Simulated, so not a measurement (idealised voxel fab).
The following process module bears the name voxel fin reveal.
270 nm wide, 5 nm square cells: that's cross-section cut.
Cross-section = grid of square cells, listed top down in bands; band = one or more rows.
First you get the band's top height and its bottom height, in nm, and then the materials it's made of, left to right, with each width in nm. If you see a single material with "everywhere", that one covers the band edge to edge. "blank" is empty space.
Height 0 is the level under which the wafer as received is all one material. The lowest band goes on downwards, as in "top 0, no bottom".
A width given as "30->40" starts at the first number in the band's top row and ends at the second number in its bottom row, shifting by an equal amount at every step from row to row.
"nothing was modified" -> step changed no cross-section cell.
Basically, "Sealed void inventory" tells you about the enclosed voids: empty spaces with no open way to the top, 8 cells or bigger, each written width x height at distance, where distance is from the left edge, all in nm.
On a step's line, text after the settings is the simulator commenting on that step.
Regarding "overlay nm": on a step with a mask, it is the distance the mask lay to the right of its planned place; a negative value places it to the left.

So here's the lineup of process steps we planned
step 1: RECEIVE, material Si
step 2: CONFORMAL_DEP, material SiN, thk nm 5
step 3: PATTERN, tone cover, mask id FINS, material resist, width nm 15, pitch nm 35, thk nm 20, overlay nm 0
step 4: DIRECTIONAL_ETCH, etch materials SiN, depth nm 5
step 5: DIRECTIONAL_ETCH, etch materials Si, depth nm 35
step 6: STRIP, etch materials resist
step 7: OXIDIZE, depth nm 5
step 8: FILL_DEP, material SiO2, thk nm 15
step 9: CMP, height nm 5
step 10: SELECTIVE_ETCH, etch materials SiO2, depth nm 20
step 11: STRIP, etch materials SiN
step 12: CONFORMAL_DEP, material SiO2, thk nm 5

Cross-section of the wafer as it came to us, i.e., already through step 1
top 0, no bottom | Si everywhere
Sealed void inventory: none

Looking at the first of two wafers in cross-section at end of module - ran to plan
top 5, bottom 0 | blank=75  SiO2=15  blank=20  SiO2=15  blank=20  SiO2=15  blank=20  SiO2=15  blank=75
top 0, bottom -10 | blank=75  SiO2=5  Si=5  SiO2=5  blank=20  SiO2=5  Si=5  SiO2=5  blank=20  SiO2=5  Si=5  SiO2=5  blank=20  SiO2=5  Si=5  SiO2=5  blank=75
top -10, bottom -40 | SiO2=80  Si=5  SiO2=30  Si=5  SiO2=30  Si=5  SiO2=30  Si=5  SiO2=80
top -40, no bottom | Si everywhere
Sealed void inventory: none

Now the second wafer, cross-sectioned at the end of the module. Nothing different at the start, nothing different in the plan compared with the first, just one mistake when it was actually run
top 5, bottom 0 | blank=75  SiO2=20  blank=15  SiO2=20  blank=15  SiO2=20  blank=15  SiO2=20  blank=70
top 0, bottom -10 | blank=75  SiO2=5  Si=10  SiO2=5  blank=15  SiO2=5  Si=10  SiO2=5  blank=15  SiO2=5  Si=10  SiO2=5  blank=15  SiO2=5  Si=10  SiO2=5  blank=70
top -10, bottom -40 | SiO2=80  Si=10  SiO2=25  Si=10  SiO2=25  Si=10  SiO2=25  Si=10  SiO2=75
top -40, no bottom | Si everywhere
Sealed void inventory: none
Short version of what went wrong: for step 3, the planned setting was not used; the step was instead run as PATTERN, tone cover, mask id FINS, material resist, width nm 20, pitch nm 35, thk nm 20, overlay nm 0
At the finish, the second wafer shows more or fewer cells for some materials than the first does: Si +32; SiO2 -20
